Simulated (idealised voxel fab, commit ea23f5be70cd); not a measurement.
Presented below is a process module, voxel self aligned contacts.
Cross-section cut: width 230 nm, square cells of 5 nm.
Reading order for cross-sections: top band down to bottom band. Underlying form: a grid of square cells. Band size: one or more rows of cells. A band entry consists of two parts. The first gives the height of the band's top and the height of its bottom, in nm. The rest lists the band's materials from left to right, each with its width in nm. A single material labelled with the word "full width" fills the band from edge to edge, and the word "air" marks empty space. All heights in this document are referenced to 0, defined as the level beneath which the wafer, as received, consists entirely of one material. The lowest band is not bounded below; it extends indefinitely downward and is written in the form "0 and below". Quick explanation for "30..40": the width changes in equal steps down the rows of cells, from the first number in the band's top row to the second number in its bottom row. What does "everything unchanged" mean for a step? It means no cell of the cross-section changed in that step. Closed-off voids of 8+ cells (no open route to the top) go in "Completely sealed voids", written width x height at distance from the left edge, in nm. On each step's line, the part that comes after the settings is the simulator's own comment on the step. On any step carrying a mask, the "overlay nm" setting, if present on the step's line, tells how far right of its planned place the mask lay; negative values point to the left.

## The process steps that were planned are listed below
| 1 | op RECEIVE | material Si |
| 2 | op OXIDIZE | depth nm 5 |
| 3 | op DIRECTIONAL_DEP | material polySi | thk nm 30 |
| 4 | op DIRECTIONAL_DEP | material SiN | thk nm 20 |
| 5 | op DIRECTIONAL_DEP | material aC | thk nm 10 |
| 6 | op PATTERN | tone cover | mask id GATE | material resist | width nm 30 | pitch nm 60 | thk nm 25 | overlay nm 0 |
| 7 | op DIRECTIONAL_ETCH | etch materials aC | depth nm 10 |
| 8 | op STRIP | etch materials resist |
| 9 | op DIRECTIONAL_ETCH | etch materials SiN | depth nm 20 |
| 10 | op DIRECTIONAL_ETCH | etch materials polySi | depth nm 30 |
| 11 | op STRIP | etch materials aC |
| 12 | op CONFORMAL_DEP | material SiN | thk nm 5 |
| 13 | op DIRECTIONAL_ETCH | etch materials SiN | depth nm 5 |
| 14 | op FILL_DEP | material SiO2 | thk nm 15 |
| 15 | op CMP | height nm 60 |
| 16 | op MASKED_ETCH | tone open | mask id CONTACT | width nm 40 | pitch nm 60 | etch materials SiO2 | depth nm 55 | overlay nm 0 |
| 17 | op CONFORMAL_DEP | material TiN | thk nm 5 |
| 18 | op FILL_DEP | material W | thk nm 10 |
| 19 | op CMP | height nm 60 |
| 20 | op CONFORMAL_DEP | material SiN | thk nm 5 |
Be aware that, although all wafers share a common starting state, the depth nm at step 16 differs among them, and the plan displays the first wafer's value.

## The first of several wafers as received, shown in cross-section; this is its state after step 1
  0 and below | Si full width
  Completely sealed voids: none

## The table below has one row for each wafer; a row shows, as of the end of the module, how many cells of each material the wafer has gained, marked (+), or lost, marked (-), since it was received, and then the wafer's closed voids
depth nm 55, -46 Si, +178 SiN, +254 SiO2, +56 TiN, +48 W, +108 polySi, Completely sealed voids: none
depth nm 60, -46 Si, +178 SiN, +246 SiO2, +60 TiN, +52 W, +108 polySi, Completely sealed voids: none
depth nm 65, -46 Si, +178 SiN, +238 SiO2, +64 TiN, +56 W, +108 polySi, Completely sealed voids: none
depth nm 70, -46 Si, +178 SiN, +238 SiO2, +64 TiN, +56 W, +108 polySi, Completely sealed voids: none
depth nm 75, -46 Si, +178 SiN, +238 SiO2, +64 TiN, +56 W, +108 polySi, Completely sealed voids: none
depth nm 80, -46 Si, +178 SiN, +238 SiO2, +64 TiN, +56 W, +108 polySi, Completely sealed voids: none
